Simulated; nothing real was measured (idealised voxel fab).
process module | voxel gate over fins
cross-section cut | 295 nm wide | cells 5 nm
A cross-section is a grid of square cells, given in bands from the top down. A band is one or more rows of cells.
Each band's line starts with the height of the band's top and of its bottom, in nm. Then come its materials from left to right, each with its width in nm. One material with "throughout" fills the band from edge to edge. "air" is empty space.
Height 0 is the level under which the wafer as received is all one material. The lowest band goes on downwards, as in "0 down".
A width such as "30 to 40" changes by the same amount from each row of cells to the next, from the band's top row to its bottom row.
"no change" after a step means that no cell of the cross-section changed.
closed voids: empty space of 8 cells or more with no open way to the top, each as width x height at its distance from the left edge, in nm
after a step's settings: what the simulator itself notes on the step
overlay nm, on a step with a mask: how far to the right of its planned place the mask lay; to the left if negative
plan
1 op RECEIVE | material Si
2 op CONFORMAL_DEP | material SiN | thk nm 5
3 op MASKED_ETCH | tone cover | mask id FINS | width nm 15 | pitch nm 40 | etch materials SiN | depth nm 5 | overlay nm 0
4 op MASKED_ETCH | tone cover | mask id FINS | width nm 15 | pitch nm 40 | etch materials Si | depth nm 35 | overlay nm 0
5 op FILL_DEP | material SiO2 | thk nm 5
6 op CMP | height nm 5
7 op SELECTIVE_ETCH | etch materials SiO2 | depth nm 20
8 op STRIP | etch materials SiN
9 op CONFORMAL_DEP | material HfO2 | thk nm 5
10 op CONFORMAL_DEP | material TiN | thk nm 5
11 op FILL_DEP | material W | thk nm 15
12 op CMP | height nm 20
13 op CONFORMAL_DEP | material SiN | thk nm 5
as received, after step 1
  0 down: Si throughout
  closed voids: none
first wafer at the end, as planned
  25 to 20: SiN throughout
  20 to 10: W throughout
  10 to 5: W 70 | TiN 35 | W 5 | TiN 35 | W 5 | TiN 35 | W 5 | TiN 35 | W 70
  5 to 0: W 70 | TiN 5 | HfO2 25 | TiN 5 | W 5 | TiN 5 | HfO2 25 | TiN 5 | W 5 | TiN 5 | HfO2 25 | TiN 5 | W 5 | TiN 5 | HfO2 25 | TiN 5 | W 70
  0 to -5: W 70 | TiN 5 | HfO2 5 | Si 15 | HfO2 5 | TiN 5 | W 5 | TiN 5 | HfO2 5 | Si 15 | HfO2 5 | TiN 5 | W 5 | TiN 5 | HfO2 5 | Si 15 | HfO2 5 | TiN 5 | W 5 | TiN 5 | HfO2 5 | Si 15 | HfO2 5 | TiN 5 | W 70
  -5 to -10: TiN 75 | HfO2 5 | Si 15 | HfO2 5 | TiN 15 | HfO2 5 | Si 15 | HfO2 5 | TiN 15 | HfO2 5 | Si 15 | HfO2 5 | TiN 15 | HfO2 5 | Si 15 | HfO2 5 | TiN 75
  -10 to -15: HfO2 80 | Si 15 | HfO2 25 | Si 15 | HfO2 25 | Si 15 | HfO2 25 | Si 15 | HfO2 80
  -15 to -35: SiO2 80 | Si 15 | SiO2 25 | Si 15 | SiO2 25 | Si 15 | SiO2 25 | Si 15 | SiO2 80
  -35 down: Si throughout
  closed voids: none
second wafer at the end: like start, like plan, one mistake
  25 to 20: TiN throughout
  20 to 10: W throughout
  10 to 5: W 70 | TiN 35 | W 5 | TiN 35 | W 5 | TiN 35 | W 5 | TiN 35 | W 70
  5 to 0: W 70 | TiN 5 | HfO2 25 | TiN 5 | W 5 | TiN 5 | HfO2 25 | TiN 5 | W 5 | TiN 5 | HfO2 25 | TiN 5 | W 5 | TiN 5 | HfO2 25 | TiN 5 | W 70
  0 to -5: W 70 | TiN 5 | HfO2 5 | Si 15 | HfO2 5 | TiN 5 | W 5 | TiN 5 | HfO2 5 | Si 15 | HfO2 5 | TiN 5 | W 5 | TiN 5 | HfO2 5 | Si 15 | HfO2 5 | TiN 5 | W 5 | TiN 5 | HfO2 5 | Si 15 | HfO2 5 | TiN 5 | W 70
  -5 to -10: TiN 75 | HfO2 5 | Si 15 | HfO2 5 | TiN 15 | HfO2 5 | Si 15 | HfO2 5 | TiN 15 | HfO2 5 | Si 15 | HfO2 5 | TiN 15 | HfO2 5 | Si 15 | HfO2 5 | TiN 75
  -10 to -15: HfO2 80 | Si 15 | HfO2 25 | Si 15 | HfO2 25 | Si 15 | HfO2 25 | Si 15 | HfO2 80
  -15 to -35: SiO2 80 | Si 15 | SiO2 25 | Si 15 | SiO2 25 | Si 15 | SiO2 25 | Si 15 | SiO2 80
  -35 down: Si throughout
  closed voids: none
what went wrong: step 13 ran as: op CONFORMAL_DEP | material TiN | thk nm 5
at the end the second wafer has, in cells: 59 fewer of SiN | 59 more of TiN
